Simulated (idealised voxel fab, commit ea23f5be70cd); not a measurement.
process module | voxel gate over fins
cross-section cut | 240 nm wide | cells 5 nm
A cross-section is a grid of square cells, given in bands from the top down. A band is one or more rows of cells.
Each band's line starts with the height of the band's top and of its bottom, in nm. Then come its materials from left to right, each with its width in nm. One material with "throughout" fills the band from edge to edge. "air" is empty space.
Height 0 is the level under which the wafer as received is all one material. The lowest band goes on downwards, as in "0 down".
A width such as "30 to 40" changes by the same amount from each row of cells to the next, from the band's top row to its bottom row.
"no change" after a step means that no cell of the cross-section changed.
closed voids: empty space of 8 cells or more with no open way to the top, each as width x height at its distance from the left edge, in nm
after a step's settings: what the simulator itself notes on the step
overlay nm, on a step with a mask: how far to the right of its planned place the mask lay; to the left if negative
Each pair below shows a cross-section before one step and the cross-section after it, down to the lowest band that changed. The line under each pair gives the step between them, with its settings. The pairs can come from different runs of this module on the same starting wafer, so a pair continues from the pair above only where its "before" says so.
before
  0 to -10: Si 75 | air 15 | Si 20 | air 15 | Si 20 | air 15 | Si 80
  -10 to -40: Si 75 | SiO2 15 | Si 20 | SiO2 15 | Si 20 | SiO2 15 | Si 80
  -40 down: Si throughout
  closed voids: none
after
  5 to 0: HfO2 80 | air 5 | HfO2 30 | air 5 | HfO2 30 | air 5 | HfO2 85
  0 to -5: Si 75 | HfO2 5 | air 5 | HfO2 5 | Si 20 | HfO2 5 | air 5 | HfO2 5 | Si 20 | HfO2 5 | air 5 | HfO2 5 | Si 80
  -5 to -10: Si 75 | HfO2 15 | Si 20 | HfO2 15 | Si 20 | HfO2 15 | Si 80
  below -10: unchanged
  closed voids: none
the step between: op CONFORMAL_DEP | material HfO2 | thk nm 5
before: the cross-section after the pair above
after
  10 to 5: TiN throughout
  5 to 0: HfO2 80 | TiN 5 | HfO2 30 | TiN 5 | HfO2 30 | TiN 5 | HfO2 85
  0 to -5: Si 75 | HfO2 5 | TiN 5 | HfO2 5 | Si 20 | HfO2 5 | TiN 5 | HfO2 5 | Si 20 | HfO2 5 | TiN 5 | HfO2 5 | Si 80
  below -5: unchanged
  closed voids: none
the step between: op CONFORMAL_DEP | material TiN | thk nm 5
before: the cross-section after the pair above
after
  15 to 10: TiAl throughout
  below 10: unchanged
  closed voids: none
the step between: op CONFORMAL_DEP | material TiAl | thk nm 5
before: the cross-section after the pair above
after
  20 to 15: TiN throughout
  below 15: unchanged
  closed voids: none
the step between: op CONFORMAL_DEP | material TiN | thk nm 5
before: the cross-section after the pair above
after
  30 to 20: W throughout
  below 20: unchanged
  closed voids: none
the step between: op FILL_DEP | material W | thk nm 10
before: the cross-section after the pair above
after
  25 to 20: W throughout
  below 20: unchanged
  closed voids: none
the step between: op CMP | height nm 25
before: the cross-section after the pair above
after
  35 to 25: SiCN throughout
  below 25: unchanged
  closed voids: none
the step between: op CONFORMAL_DEP | material SiCN | thk nm 10
